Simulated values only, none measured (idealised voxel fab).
Herein follows the process module entitled voxel released beams.
Displayed cross-section: cut, width of 185 nm, square cells sized 5 nm.
Heads up, the way a cross-section reads in here is a grid of square cells, handed over as bands from the top down, with every band being one or more rows of cells.
For a band, the entry starts with two heights in nm, that of the top and then that of the bottom, and carries on with the band's materials in order from left to right, each alongside its width in nm; the word "edge to edge" beside a single material means it fills the band edge to edge, and "blank" means empty space.
The level at which height equals 0 is the one under which the wafer, as it arrives, is entirely one material. No lower edge exists for the bottom band, which continues downward and is notated as in "top 0, no bottom".
The notation "30->40" denotes a width that varies across the rows of cells in the band, beginning at the first number in the top row, finishing at the second number in the bottom row, and changing by an identical amount from each row to the next.
It should be understood that the words "all unchanged", when stated for a given step, signify that the cross-section underwent no change in any of its cells during that step.
Entry "Sealed cavities". Content: empty spaces with no open connection to the top, size 8 cells or greater. Each: width x height at distance. Distance: from left edge. Unit: nm.
Whatever follows a step's settings on its line is a remark the simulator itself makes about that step.
overlay nm: mask offset rightward from planned place, masked step; negative means leftward offset.
Planned process steps:
- 1: RECEIVE (material Si)
- 2: CONFORMAL_DEP (material SiN; thk nm 5)
- 3: DIRECTIONAL_DEP (material SiO2; thk nm 15)
- 4: MASKED_ETCH (tone open; mask id ANCHOR; width nm 30; etch materials SiO2; depth nm 15; overlay nm 0)
- 5: CONFORMAL_DEP (material TiN; thk nm 10)
- 6: PATTERN (tone cover; mask id BEAM; material resist; width nm 105; thk nm 20; overlay nm 0)
- 7: DIRECTIONAL_ETCH (etch materials TiN; depth nm 10)
- 8: STRIP (etch materials resist)
- 9: STRIP (etch materials SiO2)
Step 1 complete: cross-section of the wafer as received:
top 0, no bottom = Si edge to edge
Sealed cavities: none
End-of-module XS, first of two wafers, run as planned:
top 30, bottom 20 = 35 of blank / 15 of TiN / 10 of blank / 80 of TiN / 45 of blank
top 20, bottom 15 = 40 of blank / 10 of TiN / 10 of blank / 10 of TiN / 115 of blank
top 15, bottom 5 = 40 of blank / 30 of TiN / 115 of blank
top 5, bottom 0 = SiN edge to edge
top 0, no bottom = Si edge to edge
Sealed cavities: none
second wafer at the end: like start, like plan, one mistake:
top 15, bottom 5 = 35 of blank / 105 of TiN / 45 of blank
top 5, bottom 0 = SiN edge to edge
top 0, no bottom = Si edge to edge
Sealed cavities: none
The mistake made against the process plan was this: execution of step 3 of the plan did not take place, the step having been omitted
Once processing is complete, comparing cell counts shows that the second wafer has more or fewer of certain materials than the first: TiN -12
